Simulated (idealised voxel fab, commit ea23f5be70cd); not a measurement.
A process module follows: voxel plated lines.
Square cell edge 5 nm, section width 265 nm, ID cut.
A cross-section is a grid of square cells, given in bands from the top down. A band is one or more rows of cells. Top, bottom (nm), then materials left to right with widths (nm); lone material tagged "full width" fills the whole band edge to edge; "blank" = empty space. Height reference: 0 = level under which incoming wafer is all one material. Lowest band: no bottom, runs on downward, e.g. "0 -> down". You'd read "30..40" like this: the band's top row of cells is as wide as the first number, its bottom row is as wide as the second, and going down, every row changes width by the same amount as the row before did. "remained the same" after a step means that no cell of the cross-section changed. Closed-off voids of 8+ cells (no open route to the top) go in "Enclosed cavity list", written width x height at distance from the left edge, in nm. Where a step's line continues beyond its settings, the continuation is a remark by the simulator itself on that step. A step line may carry the setting "overlay nm", which, for steps involving a mask, states the distance by which the mask lay to the right of its intended position; negative values denote displacement to the left.

Steps planned for the process:
1. RECEIVE, material Si
2. CONFORMAL_DEP, material SiO2, thk nm 5
3. DIRECTIONAL_DEP, material TiN, thk nm 5
4. PATTERN, tone open, mask id LINES, material resist, width nm 30, pitch nm 60, thk nm 30, overlay nm 0
5. EPI, material Ru, thk nm 10
6. EPI, material Ru, thk nm 10
7. STRIP, etch materials resist
8. DIRECTIONAL_ETCH, etch materials TiN, depth nm 5
9. CONFORMAL_DEP, material SiO2, thk nm 10

The first of two wafers, run as planned:

Wafer cross-section on receipt, i.e. after step 1:
- 0 -> down = Si full width
- Enclosed cavity list: none

After step 2, in cross-section:
- 5 -> 0 = SiO2 full width
- Unchanged below 0.

After step 3, in cross-section:
- 10 -> 5 = TiN full width
- Unchanged below 5.

After step 4, in cross-section:
- 40 -> 10 = 85 nm resist, 30 nm blank, 30 nm resist, 30 nm blank, 90 nm resist
- Unchanged below 10.

After step 5, in cross-section:
- 40 -> 20 = 85 nm resist, 30 nm blank, 30 nm resist, 30 nm blank, 90 nm resist
- 20 -> 10 = 85 nm resist, 30 nm Ru, 30 nm resist, 30 nm Ru, 90 nm resist
- Unchanged below 10.

After step 6, in cross-section:
- 40 -> 30 = 85 nm resist, 30 nm blank, 30 nm resist, 30 nm blank, 90 nm resist
- 30 -> 10 = 85 nm resist, 30 nm Ru, 30 nm resist, 30 nm Ru, 90 nm resist
- Unchanged below 10.

After step 7, in cross-section:
- 30 -> 10 = 85 nm blank, 30 nm Ru, 30 nm blank, 30 nm Ru, 90 nm blank
- Unchanged below 10.

After step 8, in cross-section:
- 30 -> 10 = 85 nm blank, 30 nm Ru, 30 nm blank, 30 nm Ru, 90 nm blank
- 10 -> 5 = 85 nm blank, 30 nm TiN, 30 nm blank, 30 nm TiN, 90 nm blank
- Unchanged below 5.

After step 9, in cross-section:
- 40 -> 30 = 75 nm blank, 50 nm SiO2, 10 nm blank, 50 nm SiO2, 80 nm blank
- 30 -> 15 = 75 nm blank, 10 nm SiO2, 30 nm Ru, 10 nm SiO2, 10 nm blank, 10 nm SiO2, 30 nm Ru, 10 nm SiO2, 80 nm blank
- 15 -> 10 = 85 nm SiO2, 30 nm Ru, 30 nm SiO2, 30 nm Ru, 90 nm SiO2
- 10 -> 5 = 85 nm SiO2, 30 nm TiN, 30 nm SiO2, 30 nm TiN, 90 nm SiO2
- Unchanged below 5.

It is to be noted that the second wafer proceeded from the same initial state and according to the same plan as the first, although one mistake was committed in its execution; through step 4, inclusive, the two wafers share an identical history:

X-section, second wafer, when step 6 was due to finish:
- 40 -> 10 = 85 nm resist, 30 nm Ru, 30 nm resist, 30 nm Ru, 90 nm resist
- Unchanged below 10.

X-section, second wafer, when step 7 was due to finish:
- 40 -> 10 = 85 nm blank, 30 nm Ru, 30 nm blank, 30 nm Ru, 90 nm blank
- Unchanged below 10.

X-section, second wafer, when step 8 was due to finish:
- 40 -> 10 = 85 nm blank, 30 nm Ru, 30 nm blank, 30 nm Ru, 90 nm blank
- 10 -> 5 = 85 nm blank, 30 nm TiN, 30 nm blank, 30 nm TiN, 90 nm blank
- Unchanged below 5.

X-section, second wafer, when step 9 was due to finish:
- 50 -> 40 = 75 nm blank, 50 nm SiO2, 10 nm blank, 50 nm SiO2, 80 nm blank
- 40 -> 15 = 75 nm blank, 10 nm SiO2, 30 nm Ru, 10 nm SiO2, 10 nm blank, 10 nm SiO2, 30 nm Ru, 10 nm SiO2, 80 nm blank
- 15 -> 10 = 85 nm SiO2, 30 nm Ru, 30 nm SiO2, 30 nm Ru, 90 nm SiO2
- 10 -> 5 = 85 nm SiO2, 30 nm TiN, 30 nm SiO2, 30 nm TiN, 90 nm SiO2
- Unchanged below 5.
What broke from the plan during processing? it cannot be told which of the identical steps 5 and 6 was the one run twice
Wrapping up, a cell-based count of both wafers puts the second over or under the first for these materials: 24 more of Ru; 16 more of SiO2
